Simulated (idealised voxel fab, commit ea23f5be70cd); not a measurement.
process module | voxel fin reveal
cross-section cut | 165 nm wide | cells 5 nm
A cross-section is a grid of square cells, given in bands from the top down. A band is one or more rows of cells.
Each band's line starts with the height of the band's top and of its bottom, in nm. Then come its materials from left to right, each with its width in nm. One material with "throughout" fills the band from edge to edge. "air" is empty space.
Height 0 is the level under which the wafer as received is all one material. The lowest band goes on downwards, as in "0 down".
A width such as "30 to 40" changes by the same amount from each row of cells to the next, from the band's top row to its bottom row.
"no change" after a step means that no cell of the cross-section changed.
closed voids: empty space of 8 cells or more with no open way to the top, each as width x height at its distance from the left edge, in nm
after a step's settings: what the simulator itself notes on the step
overlay nm, on a step with a mask: how far to the right of its planned place the mask lay; to the left if negative
plan
1 op RECEIVE | material Si
2 op CONFORMAL_DEP | material SiN | thk nm 5
3 op MASKED_ETCH | tone cover | mask id FINS | width nm 15 | pitch nm 40 | etch materials SiN | depth nm 5 | overlay nm 0
4 op MASKED_ETCH | tone cover | mask id FINS | width nm 15 | pitch nm 40 | etch materials Si | depth nm 40 | overlay nm 0
5 op OXIDIZE | depth nm 5
6 op FILL_DEP | material SiO2 | thk nm 5
7 op CMP | height nm 5
8 op SELECTIVE_ETCH | etch materials SiO2 | depth nm 30
9 op STRIP | etch materials SiN
as received, after step 1
  0 down: Si throughout
  closed voids: none
first wafer at the end, as planned
  0 to -25: air 20 | Si 5 | air 35 | Si 5 | air 35 | Si 5 | air 35 | Si 5 | air 20
  -25 to -45: SiO2 20 | Si 5 | SiO2 35 | Si 5 | SiO2 35 | Si 5 | SiO2 35 | Si 5 | SiO2 20
  -45 down: Si throughout
  closed voids: none
second wafer at the end: like start, like plan, one mistake
  5 to 0: air 15 | SiN 15 | air 25 | SiN 15 | air 25 | SiN 15 | air 25 | SiN 15 | air 15
  0 to -25: air 20 | Si 5 | air 35 | Si 5 | air 35 | Si 5 | air 35 | Si 5 | air 20
  -25 to -45: SiO2 20 | Si 5 | SiO2 35 | Si 5 | SiO2 35 | Si 5 | SiO2 35 | Si 5 | SiO2 20
  -45 down: Si throughout
  closed voids: none
what went wrong: step 9 was left out
at the end the second wafer has, in cells: 12 more of SiN
